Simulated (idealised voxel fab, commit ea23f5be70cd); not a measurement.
The document below concerns the process module designated voxel wiring stack.
Cross-section cut spans 210 nm and uses square cells 5 nm in size.
Reading order for cross-sections: top band down to bottom band. Underlying form: a grid of square cells. Band size: one or more rows of cells.
Heights first: top, then bottom, in nm. Then materials, left to right, each with a width in nm. "everywhere" on a single material: fills the band edge to edge. "empty": empty space.
Heights are measured from 0, the level below which the as-received wafer is all one material; the lowest band has no bottom and continues downward, written as in "0 and below".
You'd read "30->40" like this: the band's top row of cells is as wide as the first number, its bottom row is as wide as the second, and going down, every row changes width by the same amount as the row before did.
"everything unchanged" (step): cross-section cells unchanged, all of them.
So "Enclosed void catalog" is basically the list of trapped voids: any empty space of 8 cells or more that can't reach the top through an opening. They're written width x height at distance, the distance being from the left edge, and it's all nm.
Where a step's line continues beyond its settings, the continuation is a remark by the simulator itself on that step.
On any step carrying a mask, the "overlay nm" setting, if present on the step's line, tells how far right of its planned place the mask lay; negative values point to the left.
Read each pair as before and after one process step. The after cross-section shows only down to the lowest band that changed. The step between them and its settings are given below the pair. Pairs can come from different runs of this module on the same starting wafer. A pair continues from the pair above only where its "State before" entry says so.
STATE BEFORE
  90 down to 80  aC: 30, then empty: 25, then aC: 15, then empty: 25, then aC: 15, then empty: 25, then aC: 15, then empty: 25, then aC: 35
  80 down to 65  lowk everywhere
  65 down to 60  SiN everywhere
  60 down to 50  SiO2: 30, then TiN: 5, then Ru: 5, then TiN: 5, then SiO2: 25, then TiN: 5, then Ru: 5, then TiN: 5, then SiO2: 25, then TiN: 5, then Ru: 5, then TiN: 5, then SiO2: 25, then TiN: 5, then Ru: 5, then TiN: 5, then SiO2: 45
  50 down to 45  SiO2: 30, then TiN: 15, then SiO2: 25, then TiN: 15, then SiO2: 25, then TiN: 15, then SiO2: 25, then TiN: 15, then SiO2: 45
  45 down to 40  SiCN: 30, then TiN: 10, then SiCN: 30, then TiN: 10, then SiCN: 30, then TiN: 10, then SiCN: 30, then TiN: 10, then SiCN: 50
  40 down to 15  SiO2: 30, then Ru: 25, then SiO2: 15, then Ru: 25, then SiO2: 15, then Ru: 25, then SiO2: 15, then Ru: 25, then SiO2: 35
  15 down to 10  SiO2: 30, then TiN: 25, then SiO2: 15, then TiN: 25, then SiO2: 15, then TiN: 25, then SiO2: 15, then TiN: 25, then SiO2: 35
  10 down to 0  SiO2 everywhere
  0 and below  Si everywhere
  Enclosed void catalog: none
SECTIONAL RESULT
  90 down to 80  aC: 30, then empty: 25, then aC: 15, then empty: 25, then aC: 15, then empty: 25, then aC: 15, then empty: 25, then aC: 35
  80 down to 65  lowk: 30, then empty: 25, then lowk: 15, then empty: 25, then lowk: 15, then empty: 25, then lowk: 15, then empty: 25, then lowk: 35
  Whatever lies below 65 is exactly as it was before.
  Enclosed void catalog: none
Can you say which step sits between the two cross-sections above? DIRECTIONAL_ETCH with etch materials lowk, depth nm 15
State before: The structure entering this step is exactly what the pair just above shows after its step.
SECTIONAL RESULT
  90 down to 80  aC: 30, then empty: 25, then aC: 15, then empty: 25, then aC: 15, then empty: 25, then aC: 15, then empty: 25, then aC: 35
  80 down to 65  lowk: 30, then empty: 25, then lowk: 15, then empty: 25, then lowk: 15, then empty: 25, then lowk: 15, then empty: 25, then lowk: 35
  65 down to 60  SiN: 30, then empty: 25, then SiN: 15, then empty: 25, then SiN: 15, then empty: 25, then SiN: 15, then empty: 25, then SiN: 35
  Whatever lies below 60 is exactly as it was before.
  Enclosed void catalog: none
Can you say which step sits between the two cross-sections above? DIRECTIONAL_ETCH with etch materials SiN, depth nm 5
State before: The structure entering this step is exactly what the pair just above shows after its step.
SECTIONAL RESULT
  80 down to 65  lowk: 30, then empty: 25, then lowk: 15, then empty: 25, then lowk: 15, then empty: 25, then lowk: 15, then empty: 25, then lowk: 35
  Whatever lies below 65 is exactly as it was before.
  Enclosed void catalog: none
Can you say which step sits between the two cross-sections above? STRIP with etch materials aC
State before: The structure entering this step is exactly what the pair just above shows after its step.
SECTIONAL RESULT
  85 down to 80  TiN: 35, then empty: 15, then TiN: 25, then empty: 15, then TiN: 25, then empty: 15, then TiN: 25, then empty: 15, then TiN: 40
  80 down to 65  lowk: 30, then TiN: 5, then empty: 15, then TiN: 5, then lowk: 15, then TiN: 5, then empty: 15, then TiN: 5, then lowk: 15, then TiN: 5, then empty: 15, then TiN: 5, then lowk: 15, then TiN: 5, then empty: 15, then TiN: 5, then lowk: 35
  65 down to 60  SiN: 30, then TiN: 25, then SiN: 15, then TiN: 25, then SiN: 15, then TiN: 25, then SiN: 15, then TiN: 25, then SiN: 35
  Whatever lies below 60 is exactly as it was before.
  Enclosed void catalog: none
Can you say which step sits between the two cross-sections above? CONFORMAL_DEP with material TiN, thk nm 5
State before: The structure entering this step is exactly what the pair just above shows after its step.
SECTIONAL RESULT
  90 down to 85  Cu everywhere
  85 down to 80  TiN: 35, then Cu: 15, then TiN: 25, then Cu: 15, then TiN: 25, then Cu: 15, then TiN: 25, then Cu: 15, then TiN: 40
  80 down to 65  lowk: 30, then TiN: 5, then Cu: 15, then TiN: 5, then lowk: 15, then TiN: 5, then Cu: 15, then TiN: 5, then lowk: 15, then TiN: 5, then Cu: 15, then TiN: 5, then lowk: 15, then TiN: 5, then Cu: 15, then TiN: 5, then lowk: 35
  Whatever lies below 65 is exactly as it was before.
  Enclosed void catalog: none
Can you say which step sits between the two cross-sections above? FILL_DEP with material Cu, thk nm 5
State before: The structure entering this step is exactly what the pair just above shows after its step.
SECTIONAL RESULT
  80 down to 65  lowk: 30, then TiN: 5, then Cu: 15, then TiN: 5, then lowk: 15, then TiN: 5, then Cu: 15, then TiN: 5, then lowk: 15, then TiN: 5, then Cu: 15, then TiN: 5, then lowk: 15, then TiN: 5, then Cu: 15, then TiN: 5, then lowk: 35
  Whatever lies below 65 is exactly as it was before.
  Enclosed void catalog: none
Can you say which step sits between the two cross-sections above? CMP with height nm 80
State before: The structure entering this step is exactly what the pair just above shows after its step.
SECTIONAL RESULT
  85 down to 80  SiCN everywhere
  Whatever lies below 80 is exactly as it was before.
  Enclosed void catalog: none
Can you say which step sits between the two cross-sections above? CONFORMAL_DEP with material SiCN, thk nm 5
State before: The structure entering this step is exactly what the pair just above shows after its step.
SECTIONAL RESULT
  115 down to 85  SiO2 everywhere
  Whatever lies below 85 is exactly as it was before.
  Enclosed void catalog: none
Can you say which step sits between the two cross-sections above? DIRECTIONAL_DEP with material SiO2, thk nm 30
State before: The structure entering this step is exactly what the pair just above shows after its step.
SECTIONAL RESULT
  115 down to 85  SiO2: 30, then empty: 15, then SiO2: 65, then empty: 15, then SiO2: 85
  Whatever lies below 85 is exactly as it was before.
  Enclosed void catalog: none
Can you say which step sits between the two cross-sections above? MASKED_ETCH with tone open, mask id METAL_3_HOLES, width nm 15, pitch nm 80, etch materials SiO2, depth nm 30, overlay nm 0
State before: The structure entering this step is exactly what the pair just above shows after its step.
SECTIONAL RESULT
  130 down to 115  aC: 30, then empty: 15, then aC: 65, then empty: 15, then aC: 85
  115 down to 100  SiO2: 30, then empty: 15, then SiO2: 65, then empty: 15, then SiO2: 85
  100 down to 85  SiO2: 30, then aC: 15, then SiO2: 65, then aC: 15, then SiO2: 85
  Whatever lies below 85 is exactly as it was before.
  Enclosed void catalog: none
Can you say which step sits between the two cross-sections above? DIRECTIONAL_DEP with material aC, thk nm 15
State before: The structure entering this step is exactly what the pair just above shows after its step.
SECTIONAL RESULT
  160 down to 130  resist: 30, then empty: 25, then resist: 15, then empty: 25, then resist: 15, then empty: 25, then resist: 15, then empty: 25, then resist: 35
  Whatever lies below 130 is exactly as it was before.
  Enclosed void catalog: none
Can you say which step sits between the two cross-sections above? PATTERN with tone open, mask id METAL_3, material resist, width nm 25, pitch nm 40, thk nm 30, overlay nm 0
State before: The structure entering this step is exactly what the pair just above shows after its step.
SECTIONAL RESULT
  145 down to 130  resist: 30, then empty: 25, then resist: 15, then empty: 25, then resist: 15, then empty: 25, then resist: 15, then empty: 25, then resist: 35
  130 down to 115  aC: 30, then empty: 25, then aC: 15, then empty: 25, then aC: 15, then empty: 25, then aC: 15, then empty: 25, then aC: 35
  115 down to 85  SiO2: 30, then empty: 15, then SiO2: 65, then empty: 15, then SiO2: 85
  Whatever lies below 85 is exactly as it was before.
  Enclosed void catalog: none
Can you say which step sits between the two cross-sections above? DIRECTIONAL_ETCH with etch materials aC, depth nm 15
State before: The structure entering this step is exactly what the pair just above shows after its step.
SECTIONAL RESULT
  130 down to 115  aC: 30, then empty: 25, then aC: 15, then empty: 25, then aC: 15, then empty: 25, then aC: 15, then empty: 25, then aC: 35
  Whatever lies below 115 is exactly as it was before.
  Enclosed void catalog: none
Can you say which step sits between the two cross-sections above? STRIP with etch materials resist
State before: The structure entering this step is exactly what the pair just above shows after its step.
SECTIONAL RESULT
  130 down to 115  aC: 30, then empty: 25, then aC: 15, then empty: 25, then aC: 15, then empty: 25, then aC: 15, then empty: 25, then aC: 35
  115 down to 95  SiO2: 30, then empty: 25, then SiO2: 15, then empty: 25, then SiO2: 15, then empty: 25, then SiO2: 15, then empty: 25, then SiO2: 35
  Whatever lies below 95 is exactly as it was before.
  Enclosed void catalog: none
Can you say which step sits between the two cross-sections above? DIRECTIONAL_ETCH with etch materials SiO2, depth nm 20
State before: The structure entering this step is exactly what the pair just above shows after its step.
SECTIONAL RESULT
  130 down to 115  aC: 30, then empty: 25, then aC: 15, then empty: 25, then aC: 15, then empty: 25, then aC: 15, then empty: 25, then aC: 35
  115 down to 95  SiO2: 30, then empty: 25, then SiO2: 15, then empty: 25, then SiO2: 15, then empty: 25, then SiO2: 15, then empty: 25, then SiO2: 35
  95 down to 85  SiO2: 30, then empty: 15, then SiO2: 65, then empty: 15, then SiO2: 85
  85 down to 80  SiCN: 30, then empty: 15, then SiCN: 65, then empty: 15, then SiCN: 85
  Whatever lies below 80 is exactly as it was before.
  Enclosed void catalog: none
Can you say which step sits between the two cross-sections above? DIRECTIONAL_ETCH with etch materials SiCN, depth nm 5
State before: The structure entering this step is exactly what the pair just above shows after its step.
SECTIONAL RESULT
  115 down to 95  SiO2: 30, then empty: 25, then SiO2: 15, then empty: 25, then SiO2: 15, then empty: 25, then SiO2: 15, then empty: 25, then SiO2: 35
  Whatever lies below 95 is exactly as it was before.
  Enclosed void catalog: none
Can you say which step sits between the two cross-sections above? STRIP with etch materials aC
State before: The structure entering this step is exactly what the pair just above shows after its step.
SECTIONAL RESULT
  120 down to 115  TiN: 35, then empty: 15, then TiN: 25, then empty: 15, then TiN: 25, then empty: 15, then TiN: 25, then empty: 15, then TiN: 40
  115 down to 100  SiO2: 30, then TiN: 5, then empty: 15, then TiN: 5, then SiO2: 15, then TiN: 5, then empty: 15, then TiN: 5, then SiO2: 15, then TiN: 5, then empty: 15, then TiN: 5, then SiO2: 15, then TiN: 5, then empty: 15, then TiN: 5, then SiO2: 35
  100 down to 95  SiO2: 30, then TiN: 5, then empty: 5, then TiN: 15, then SiO2: 15, then TiN: 25, then SiO2: 15, then TiN: 5, then empty: 5, then TiN: 15, then SiO2: 15, then TiN: 25, then SiO2: 35
  95 down to 85  SiO2: 30, then TiN: 5, then empty: 5, then TiN: 5, then SiO2: 65, then TiN: 5, then empty: 5, then TiN: 5, then SiO2: 85
  85 down to 80  SiCN: 30, then TiN: 15, then SiCN: 65, then TiN: 15, then SiCN: 85
  Whatever lies below 80 is exactly as it was before.
  Enclosed void catalog: none
Can you say which step sits between the two cross-sections above? CONFORMAL_DEP with material TiN, thk nm 5
State before: The structure entering this step is exactly what the pair just above shows after its step.
SECTIONAL RESULT
  130 down to 120  Cu everywhere
  120 down to 115  TiN: 35, then Cu: 15, then TiN: 25, then Cu: 15, then TiN: 25, then Cu: 15, then TiN: 25, then Cu: 15, then TiN: 40
  115 down to 100  SiO2: 30, then TiN: 5, then Cu: 15, then TiN: 5, then SiO2: 15, then TiN: 5, then Cu: 15, then TiN: 5, then SiO2: 15, then TiN: 5, then Cu: 15, then TiN: 5, then SiO2: 15, then TiN: 5, then Cu: 15, then TiN: 5, then SiO2: 35
  100 down to 95  SiO2: 30, then TiN: 5, then Cu: 5, then TiN: 15, then SiO2: 15, then TiN: 25, then SiO2: 15, then TiN: 5, then Cu: 5, then TiN: 15, then SiO2: 15, then TiN: 25, then SiO2: 35
  95 down to 85  SiO2: 30, then TiN: 5, then Cu: 5, then TiN: 5, then SiO2: 65, then TiN: 5, then Cu: 5, then TiN: 5, then SiO2: 85
  Whatever lies below 85 is exactly as it was before.
  Enclosed void catalog: none
Can you say which step sits between the two cross-sections above? FILL_DEP with material Cu, thk nm 10
State before: The structure entering this step is exactly what the pair just above shows after its step.
SECTIONAL RESULT
  115 down to 100  SiO2: 30, then TiN: 5, then Cu: 15, then TiN: 5, then SiO2: 15, then TiN: 5, then Cu: 15, then TiN: 5, then SiO2: 15, then TiN: 5, then Cu: 15, then TiN: 5, then SiO2: 15, then TiN: 5, then Cu: 15, then TiN: 5, then SiO2: 35
  Whatever lies below 100 is exactly as it was before.
  Enclosed void catalog: none
Can you say which step sits between the two cross-sections above? CMP with height nm 115
State before: The structure entering this step is exactly what the pair just above shows after its step.
SECTIONAL RESULT
  120 down to 115  SiN everywhere
  Whatever lies below 115 is exactly as it was before.
  Enclosed void catalog: none
Can you say which step sits between the two cross-sections above? CONFORMAL_DEP with material SiN, thk nm 5
STATE BEFORE
  115 down to 95  SiO2: 30, then empty: 25, then SiO2: 15, then empty: 25, then SiO2: 15, then empty: 25, then SiO2: 15, then empty: 25, then SiO2: 35
  95 down to 85  SiO2: 30, then empty: 15, then SiO2: 65, then empty: 15, then SiO2: 85
  85 down to 80  SiCN: 30, then empty: 15, then SiCN: 65, then empty: 15, then SiCN: 85
  80 down to 65  lowk: 30, then TiN: 5, then Cu: 15, then TiN: 5, then lowk: 15, then TiN: 5, then Cu: 15, then TiN: 5, then lowk: 15, then TiN: 5, then Cu: 15, then TiN: 5, then lowk: 15, then TiN: 5, then Cu: 15, then TiN: 5, then lowk: 35
  65 down to 60  SiN: 30, then TiN: 25, then SiN: 15, then TiN: 25, then SiN: 15, then TiN: 25, then SiN: 15, then TiN: 25, then SiN: 35
  60 down to 45  SiO2: 30, then TiN: 5, then Ru: 5, then TiN: 5, then SiO2: 25, then TiN: 5, then Ru: 5, then TiN: 5, then SiO2: 25, then TiN: 5, then Ru: 5, then TiN: 5, then SiO2: 25, then TiN: 5, then Ru: 5, then TiN: 5, then SiO2: 45
  45 down to 40  SiCN: 30, then TiN: 15, then SiCN: 25, then TiN: 15, then SiCN: 25, then TiN: 15, then SiCN: 25, then TiN: 15, then SiCN: 45
  40 down to 15  SiO2: 30, then Ru: 25, then SiO2: 15, then Ru: 25, then SiO2: 15, then Ru: 25, then SiO2: 15, then Ru: 25, then SiO2: 35
  15 down to 10  SiO2: 30, then TiN: 25, then SiO2: 15, then TiN: 25, then SiO2: 15, then TiN: 25, then SiO2: 15, then TiN: 25, then SiO2: 35
  10 down to 0  SiO2 everywhere
  0 and below  Si everywhere
  Enclosed void catalog: none
SECTIONAL RESULT
  120 down to 115  Ru: 35, then empty: 15, then Ru: 25, then empty: 15, then Ru: 25, then empty: 15, then Ru: 25, then empty: 15, then Ru: 40
  115 down to 100  SiO2: 30, then Ru: 5, then empty: 15, then Ru: 5, then SiO2: 15, then Ru: 5, then empty: 15, then Ru: 5, then SiO2: 15, then Ru: 5, then empty: 15, then Ru: 5, then SiO2: 15, then Ru: 5, then empty: 15, then Ru: 5, then SiO2: 35
  100 down to 95  SiO2: 30, then Ru: 5, then empty: 5, then Ru: 15, then SiO2: 15, then Ru: 25, then SiO2: 15, then Ru: 5, then empty: 5, then Ru: 15, then SiO2: 15, then Ru: 25, then SiO2: 35
  95 down to 85  SiO2: 30, then Ru: 5, then empty: 5, then Ru: 5, then SiO2: 65, then Ru: 5, then empty: 5, then Ru: 5, then SiO2: 85
  85 down to 80  SiCN: 30, then Ru: 15, then SiCN: 65, then Ru: 15, then SiCN: 85
  Whatever lies below 80 is exactly as it was before.
  Enclosed void catalog: none
Can you say which step sits between the two cross-sections above? CONFORMAL_DEP with material Ru, thk nm 5
State before: The structure entering this step is exactly what the pair just above shows after its step.
SECTIONAL RESULT
  130 down to 120  Cu everywhere
  120 down to 115  Ru: 35, then Cu: 15, then Ru: 25, then Cu: 15, then Ru: 25, then Cu: 15, then Ru: 25, then Cu: 15, then Ru: 40
  115 down to 100  SiO2: 30, then Ru: 5, then Cu: 15, then Ru: 5, then SiO2: 15, then Ru: 5, then Cu: 15, then Ru: 5, then SiO2: 15, then Ru: 5, then Cu: 15, then Ru: 5, then SiO2: 15, then Ru: 5, then Cu: 15, then Ru: 5, then SiO2: 35
  100 down to 95  SiO2: 30, then Ru: 5, then Cu: 5, then Ru: 15, then SiO2: 15, then Ru: 25, then SiO2: 15, then Ru: 5, then Cu: 5, then Ru: 15, then SiO2: 15, then Ru: 25, then SiO2: 35
  95 down to 85  SiO2: 30, then Ru: 5, then Cu: 5, then Ru: 5, then SiO2: 65, then Ru: 5, then Cu: 5, then Ru: 5, then SiO2: 85
  Whatever lies below 85 is exactly as it was before.
  Enclosed void catalog: none
Can you say which step sits between the two cross-sections above? FILL_DEP with material Cu, thk nm 10
State before: The structure entering this step is exactly what the pair just above shows after its step.
SECTIONAL RESULT
  115 down to 100  SiO2: 30, then Ru: 5, then Cu: 15, then Ru: 5, then SiO2: 15, then Ru: 5, then Cu: 15, then Ru: 5, then SiO2: 15, then Ru: 5, then Cu: 15, then Ru: 5, then SiO2: 15, then Ru: 5, then Cu: 15, then Ru: 5, then SiO2: 35
  Whatever lies below 100 is exactly as it was before.
  Enclosed void catalog: none
Can you say which step sits between the two cross-sections above? CMP with height nm 115
State before: The structure entering this step is exactly what the pair just above shows after its step.
SECTIONAL RESULT
  120 down to 115  SiN everywhere
  Whatever lies below 115 is exactly as it was before.
  Enclosed void catalog: none
Can you say which step sits between the two cross-sections above? CONFORMAL_DEP with material SiN, thk nm 5
STATE BEFORE
  60 down to 45  SiO2 everywhere
  45 down to 40  SiCN everywhere
  40 down to 15  SiO2: 30, then Ru: 25, then SiO2: 15, then Ru: 25, then SiO2: 15, then Ru: 25, then SiO2: 15, then Ru: 25, then SiO2: 35
  15 down to 10  SiO2: 30, then TiN: 25, then SiO2: 15, then TiN: 25, then SiO2: 15, then TiN: 25, then SiO2: 15, then TiN: 25, then SiO2: 35
  10 down to 0  SiO2 everywhere
  0 and below  Si everywhere
  Enclosed void catalog: none
SECTIONAL RESULT
  60 down to 45  empty: 30, then SiO2: 15, then empty: 25, then SiO2: 15, then empty: 25, then SiO2: 15, then empty: 25, then SiO2: 15, then empty: 45
  Whatever lies below 45 is exactly as it was before.
  Enclosed void catalog: none
Can you say which step sits between the two cross-sections above? MASKED_ETCH with tone cover, mask id PLUG_1, width nm 15, pitch nm 40, etch materials SiO2, depth nm 15, overlay nm 0
State before: The structure entering this step is exactly what the pair just above shows after its step.
SECTIONAL RESULT
  65 down to 60  empty: 25, then TiN: 25, then empty: 15, then TiN: 25, then empty: 15, then TiN: 25, then empty: 15, then TiN: 25, then empty: 40
  60 down to 50  empty: 25, then TiN: 5, then SiO2: 15, then TiN: 5, then empty: 15, then TiN: 5, then SiO2: 15, then TiN: 5, then empty: 15, then TiN: 5, then SiO2: 15, then TiN: 5, then empty: 15, then TiN: 5, then SiO2: 15, then TiN: 5, then empty: 40
  50 down to 45  TiN: 30, then SiO2: 15, then TiN: 25, then SiO2: 15, then TiN: 25, then SiO2: 15, then TiN: 25, then SiO2: 15, then TiN: 45
  Whatever lies below 45 is exactly as it was before.
  Enclosed void catalog: none
Can you say which step sits between the two cross-sections above? CONFORMAL_DEP with material TiN, thk nm 5
State before: The structure entering this step is exactly what the pair just above shows after its step.
SECTIONAL RESULT
  75 down to 65  Ru everywhere
  65 down to 60  Ru: 25, then TiN: 25, then Ru: 15, then TiN: 25, then Ru: 15, then TiN: 25, then Ru: 15, then TiN: 25, then Ru: 40
  60 down to 50  Ru: 25, then TiN: 5, then SiO2: 15, then TiN: 5, then Ru: 15, then TiN: 5, then SiO2: 15, then TiN: 5, then Ru: 15, then TiN: 5, then SiO2: 15, then TiN: 5, then Ru: 15, then TiN: 5, then SiO2: 15, then TiN: 5, then Ru: 40
  Whatever lies below 50 is exactly as it was before.
  Enclosed void catalog: none
Can you say which step sits between the two cross-sections above? FILL_DEP with material Ru, thk nm 10
State before: The structure entering this step is exactly what the pair just above shows after its step.
SECTIONAL RESULT
  60 down to 50  Ru: 25, then TiN: 5, then SiO2: 15, then TiN: 5, then Ru: 15, then TiN: 5, then SiO2: 15, then TiN: 5, then Ru: 15, then TiN: 5, then SiO2: 15, then TiN: 5, then Ru: 15, then TiN: 5, then SiO2: 15, then TiN: 5, then Ru: 40
  Whatever lies below 50 is exactly as it was before.
  Enclosed void catalog: none
Can you say which step sits between the two cross-sections above? CMP with height nm 60
State before: The structure entering this step is exactly what the pair just above shows after its step.
SECTIONAL RESULT
  65 down to 60  SiN everywhere
  Whatever lies below 60 is exactly as it was before.
  Enclosed void catalog: none
Can you say which step sits between the two cross-sections above? CONFORMAL_DEP with material SiN, thk nm 5
State before: The structure entering this step is exactly what the pair just above shows after its step.
SECTIONAL RESULT
  80 down to 65  lowk everywhere
  Whatever lies below 65 is exactly as it was before.
  Enclosed void catalog: none
Can you say which step sits between the two cross-sections above? DIRECTIONAL_DEP with material lowk, thk nm 15
State before: The structure entering this step is exactly what the pair just above shows after its step.
SECTIONAL RESULT
  90 down to 80  aC everywhere
  Whatever lies below 80 is exactly as it was before.
  Enclosed void catalog: none
Can you say which step sits between the two cross-sections above? DIRECTIONAL_DEP with material aC, thk nm 10
State before: The structure entering this step is exactly what the pair just above shows after its step.
SECTIONAL RESULT
  120 down to 90  resist: 30, then empty: 25, then resist: 15, then empty: 25, then resist: 15, then empty: 25, then resist: 15, then empty: 25, then resist: 35
  Whatever lies below 90 is exactly as it was before.
  Enclosed void catalog: none
Can you say which step sits between the two cross-sections above? PATTERN with tone open, mask id METAL_2, material resist, width nm 25, pitch nm 40, thk nm 30, overlay nm 0
State before: The structure entering this step is exactly what the pair just above shows after its step.
SECTIONAL RESULT
  110 down to 90  resist: 30, then empty: 25, then resist: 15, then empty: 25, then resist: 15, then empty: 25, then resist: 15, then empty: 25, then resist: 35
  90 down to 80  aC: 30, then empty: 25, then aC: 15, then empty: 25, then aC: 15, then empty: 25, then aC: 15, then empty: 25, then aC: 35
  Whatever lies below 80 is exactly as it was before.
  Enclosed void catalog: none
Can you say which step sits between the two cross-sections above? DIRECTIONAL_ETCH with etch materials aC, depth nm 10
State before: The structure entering this step is exactly what the pair just above shows after its step.
SECTIONAL RESULT
  90 down to 80  aC: 30, then empty: 25, then aC: 15, then empty: 25, then aC: 15, then empty: 25, then aC: 15, then empty: 25, then aC: 35
  Whatever lies below 80 is exactly as it was before.
  Enclosed void catalog: none
Can you say which step sits between the two cross-sections above? STRIP with etch materials resist
State before: The structure entering this step is exactly what the pair just above shows after its step.
SECTIONAL RESULT
  90 down to 80  aC: 30, then empty: 25, then aC: 15, then empty: 25, then aC: 15, then empty: 25, then aC: 15, then empty: 25, then aC: 35
  80 down to 65  lowk: 30, then empty: 25, then lowk: 15, then empty: 25, then lowk: 15, then empty: 25, then lowk: 15, then empty: 25, then lowk: 35
  Whatever lies below 65 is exactly as it was before.
  Enclosed void catalog: none
Can you say which step sits between the two cross-sections above? DIRECTIONAL_ETCH with etch materials lowk, depth nm 15
State before: The structure entering this step is exactly what the pair just above shows after its step.
SECTIONAL RESULT
  90 down to 80  aC: 30, then empty: 25, then aC: 15, then empty: 25, then aC: 15, then empty: 25, then aC: 15, then empty: 25, then aC: 35
  80 down to 65  lowk: 30, then empty: 25, then lowk: 15, then empty: 25, then lowk: 15, then empty: 25, then lowk: 15, then empty: 25, then lowk: 35
  65 down to 60  SiN: 30, then empty: 25, then SiN: 15, then empty: 25, then SiN: 15, then empty: 25, then SiN: 15, then empty: 25, then SiN: 35
  Whatever lies below 60 is exactly as it was before.
  Enclosed void catalog: none
Can you say which step sits between the two cross-sections above? DIRECTIONAL_ETCH with etch materials SiN, depth nm 5
State before: The structure entering this step is exactly what the pair just above shows after its step.
SECTIONAL RESULT
  80 down to 65  lowk: 30, then empty: 25, then lowk: 15, then empty: 25, then lowk: 15, then empty: 25, then lowk: 15, then empty: 25, then lowk: 35
  Whatever lies below 65 is exactly as it was before.
  Enclosed void catalog: none
Can you say which step sits between the two cross-sections above? STRIP with etch materials aC
State before: The structure entering this step is exactly what the pair just above shows after its step.
SECTIONAL RESULT
  85 down to 80  TiN: 35, then empty: 15, then TiN: 25, then empty: 15, then TiN: 25, then empty: 15, then TiN: 25, then empty: 15, then TiN: 40
  80 down to 65  lowk: 30, then TiN: 5, then empty: 15, then TiN: 5, then lowk: 15, then TiN: 5, then empty: 15, then TiN: 5, then lowk: 15, then TiN: 5, then empty: 15, then TiN: 5, then lowk: 15, then TiN: 5, then empty: 15, then TiN: 5, then lowk: 35
  65 down to 60  SiN: 30, then TiN: 25, then SiN: 15, then TiN: 25, then SiN: 15, then TiN: 25, then SiN: 15, then TiN: 25, then SiN: 35
  Whatever lies below 60 is exactly as it was before.
  Enclosed void catalog: none
Can you say which step sits between the two cross-sections above? CONFORMAL_DEP with material TiN, thk nm 5
State before: The structure entering this step is exactly what the pair just above shows after its step.
SECTIONAL RESULT
  90 down to 85  Cu everywhere
  85 down to 80  TiN: 35, then Cu: 15, then TiN: 25, then Cu: 15, then TiN: 25, then Cu: 15, then TiN: 25, then Cu: 15, then TiN: 40
  80 down to 65  lowk: 30, then TiN: 5, then Cu: 15, then TiN: 5, then lowk: 15, then TiN: 5, then Cu: 15, then TiN: 5, then lowk: 15, then TiN: 5, then Cu: 15, then TiN: 5, then lowk: 15, then TiN: 5, then Cu: 15, then TiN: 5, then lowk: 35
  Whatever lies below 65 is exactly as it was before.
  Enclosed void catalog: none
Can you say which step sits between the two cross-sections above? FILL_DEP with material Cu, thk nm 5
State before: The structure entering this step is exactly what the pair just above shows after its step.
SECTIONAL RESULT
  80 down to 65  lowk: 30, then TiN: 5, then Cu: 15, then TiN: 5, then lowk: 15, then TiN: 5, then Cu: 15, then TiN: 5, then lowk: 15, then TiN: 5, then Cu: 15, then TiN: 5, then lowk: 15, then TiN: 5, then Cu: 15, then TiN: 5, then lowk: 35
  Whatever lies below 65 is exactly as it was before.
  Enclosed void catalog: none
Can you say which step sits between the two cross-sections above? CMP with height nm 80
State before: The structure entering this step is exactly what the pair just above shows after its step.
SECTIONAL RESULT
  85 down to 80  SiCN everywhere
  Whatever lies below 80 is exactly as it was before.
  Enclosed void catalog: none
Can you say which step sits between the two cross-sections above? CONFORMAL_DEP with material SiCN, thk nm 5
State before: The structure entering this step is exactly what the pair just above shows after its step.
SECTIONAL RESULT
  115 down to 85  SiO2 everywhere
  Whatever lies below 85 is exactly as it was before.
  Enclosed void catalog: none
Can you say which step sits between the two cross-sections above? DIRECTIONAL_DEP with material SiO2, thk nm 30
State before: The structure entering this step is exactly what the pair just above shows after its step.
SECTIONAL RESULT
  115 down to 85  SiO2: 30, then empty: 15, then SiO2: 65, then empty: 15, then SiO2: 85
  Whatever lies below 85 is exactly as it was before.
  Enclosed void catalog: none
Can you say which step sits between the two cross-sections above? MASKED_ETCH with tone open, mask id METAL_3_HOLES, width nm 15, pitch nm 80, etch materials SiO2, depth nm 30, overlay nm 0
State before: The structure entering this step is exactly what the pair just above shows after its step.
SECTIONAL RESULT
  130 down to 115  aC: 30, then empty: 15, then aC: 65, then empty: 15, then aC: 85
  115 down to 100  SiO2: 30, then empty: 15, then SiO2: 65, then empty: 15, then SiO2: 85
  100 down to 85  SiO2: 30, then aC: 15, then SiO2: 65, then aC: 15, then SiO2: 85
  Whatever lies below 85 is exactly as it was before.
  Enclosed void catalog: none
Can you say which step sits between the two cross-sections above? DIRECTIONAL_DEP with material aC, thk nm 15
State before: The structure entering this step is exactly what the pair just above shows after its step.
SECTIONAL RESULT
  160 down to 130  resist: 30, then empty: 25, then resist: 15, then empty: 25, then resist: 15, then empty: 25, then resist: 15, then empty: 25, then resist: 35
  Whatever lies below 130 is exactly as it was before.
  Enclosed void catalog: none
Can you say which step sits between the two cross-sections above? PATTERN with tone open, mask id METAL_3, material resist, width nm 25, pitch nm 40, thk nm 30, overlay nm 0
State before: The structure entering this step is exactly what the pair just above shows after its step.
SECTIONAL RESULT
  145 down to 130  resist: 30, then empty: 25, then resist: 15, then empty: 25, then resist: 15, then empty: 25, then resist: 15, then empty: 25, then resist: 35
  130 down to 115  aC: 30, then empty: 25, then aC: 15, then empty: 25, then aC: 15, then empty: 25, then aC: 15, then empty: 25, then aC: 35
  115 down to 85  SiO2: 30, then empty: 15, then SiO2: 65, then empty: 15, then SiO2: 85
  Whatever lies below 85 is exactly as it was before.
  Enclosed void catalog: none
Can you say which step sits between the two cross-sections above? DIRECTIONAL_ETCH with etch materials aC, depth nm 15
State before: The structure entering this step is exactly what the pair just above shows after its step.
SECTIONAL RESULT
  130 down to 115  aC: 30, then empty: 25, then aC: 15, then empty: 25, then aC: 15, then empty: 25, then aC: 15, then empty: 25, then aC: 35
  Whatever lies below 115 is exactly as it was before.
  Enclosed void catalog: none
Can you say which step sits between the two cross-sections above? STRIP with etch materials resist
State before: The structure entering this step is exactly what the pair just above shows after its step.
SECTIONAL RESULT
  130 down to 115  aC: 30, then empty: 25, then aC: 15, then empty: 25, then aC: 15, then empty: 25, then aC: 15, then empty: 25, then aC: 35
  115 down to 95  SiO2: 30, then empty: 25, then SiO2: 15, then empty: 25, then SiO2: 15, then empty: 25, then SiO2: 15, then empty: 25, then SiO2: 35
  Whatever lies below 95 is exactly as it was before.
  Enclosed void catalog: none
Can you say which step sits between the two cross-sections above? DIRECTIONAL_ETCH with etch materials SiO2, depth nm 20
